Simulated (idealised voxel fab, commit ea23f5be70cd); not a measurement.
Process module name: voxel self aligned contacts
This is section cut - it's 265 nm across, gridded in 5 nm square cells.
Square cells in a grid make up a cross-section in this document, and the grid is given as bands, listed from the top down, each one or more rows of cells. Within each band entry, the heights of the top and of the bottom of the band appear first, in that order and in nm; the materials of the band then follow from left to right, each with its corresponding width in nm. The designation "edge to edge" on a single material indicates that it fills the band from edge to edge; the designation "air" indicates empty space. Where do heights start? At 0: under that level the wafer as delivered is made of one material only. And the lowest band has no floor; it just carries on downward, as in "0 -> down". Note: "30->40" means the width goes from the first number (top row of the band) to the second number (bottom row) in equal steps per row of cells. Reading "no change" for a step: not a cell of the cross-section changed in it. Heads up: "Sealed internal cavities" only lists the empty pockets with no open path to the top that are 8 cells or more, and it writes them as width x height at distance, distance from the left edge, in nm. What comes after the settings on a step's line is commentary from the simulator itself on that step. overlay nm, on a step with a mask: how far to the right of its planned place the mask lay; to the left if negative.

These are the steps we planned for the process
| 1 | RECEIVE [material Si] |
| 2 | CONFORMAL_DEP [material SiO2] [thk nm 5] |
| 3 | DIRECTIONAL_DEP [material polySi] [thk nm 25] |
| 4 | DIRECTIONAL_DEP [material SiN] [thk nm 20] |
| 5 | PATTERN [tone cover] [mask id GATE] [material resist] [width nm 30] [pitch nm 70] [thk nm 20] [overlay nm 0] |
| 6 | DIRECTIONAL_ETCH [etch materials SiN] [depth nm 20] |
| 7 | DIRECTIONAL_ETCH [etch materials polySi] [depth nm 25] |
| 8 | STRIP [etch materials resist] |
| 9 | CONFORMAL_DEP [material SiN] [thk nm 10] |
| 10 | DIRECTIONAL_ETCH [etch materials SiN] [depth nm 10] |
| 11 | FILL_DEP [material SiO2] [thk nm 15] |
| 12 | CMP [height nm 60] |
| 13 | MASKED_ETCH [tone open] [mask id CONTACT] [width nm 50] [pitch nm 70] [etch materials SiO2] [depth nm 60] [overlay nm 0] |
| 14 | CONFORMAL_DEP [material TiN] [thk nm 5] |
| 15 | FILL_DEP [material Ru] [thk nm 10] |
| 16 | CMP [height nm 60] |
| 17 | CONFORMAL_DEP [material SiN] [thk nm 5] |

Cross-section of the wafer at receipt, which is the condition after step 1
	0 -> down  Si edge to edge
	Sealed internal cavities: none

As-planned run: cross-section of the first of two wafers at end of module
	65 -> 60  SiN edge to edge
	60 -> 50  70 of SiO2; 5->20 of TiN; 40->10 of Ru; 5->20 of TiN; 20 of SiO2; 5->20 of TiN; 40->10 of Ru; 5->20 of TiN; 75 of SiO2
	50 -> 30  35 of SiO2; 50 of SiN; 5 of TiN; 10 of Ru; 5 of TiN; 50 of SiN; 5 of TiN; 10 of Ru; 5 of TiN; 50 of SiN; 40 of SiO2
	30 -> 5  35 of SiO2; 10 of SiN; 30 of polySi; 10 of SiN; 5 of TiN; 10 of Ru; 5 of TiN; 10 of SiN; 30 of polySi; 10 of SiN; 5 of TiN; 10 of Ru; 5 of TiN; 10 of SiN; 30 of polySi; 10 of SiN; 40 of SiO2
	5 -> 0  85 of SiO2; 20 of TiN; 50 of SiO2; 20 of TiN; 90 of SiO2
	0 -> down  Si edge to edge
	Sealed internal cavities: none

The second wafer, shown in cross-section after the module: started the same way as the first and given the same plan, yet one mistake crept into how it was run
	65 -> 60  SiN edge to edge
	60 -> 50  75 of SiO2; 5->15 of TiN; 30->10 of Ru; 5->15 of TiN; 30 of SiO2; 5->15 of TiN; 30->10 of Ru; 5->15 of TiN; 80 of SiO2
	50 -> 30  35 of SiO2; 50 of SiN; 5 of TiN; 10 of Ru; 5 of TiN; 50 of SiN; 5 of TiN; 10 of Ru; 5 of TiN; 50 of SiN; 40 of SiO2
	30 -> 5  35 of SiO2; 10 of SiN; 30 of polySi; 10 of SiN; 5 of TiN; 10 of Ru; 5 of TiN; 10 of SiN; 30 of polySi; 10 of SiN; 5 of TiN; 10 of Ru; 5 of TiN; 10 of SiN; 30 of polySi; 10 of SiN; 40 of SiO2
	5 -> 0  85 of SiO2; 20 of TiN; 50 of SiO2; 20 of TiN; 90 of SiO2
	0 -> down  Si edge to edge
	Sealed internal cavities: none
What went wrong in running the wafer? step 13: run off-plan, actual operation and settings MASKED_ETCH [tone open] [mask id CONTACT] [width nm 40] [pitch nm 70] [etch materials SiO2] [depth nm 60] [overlay nm 0]
Heads up, by the end the second wafer has more or fewer cells of some materials compared to the first: Ru: 4 fewer; SiO2: 8 more; TiN: 4 fewer
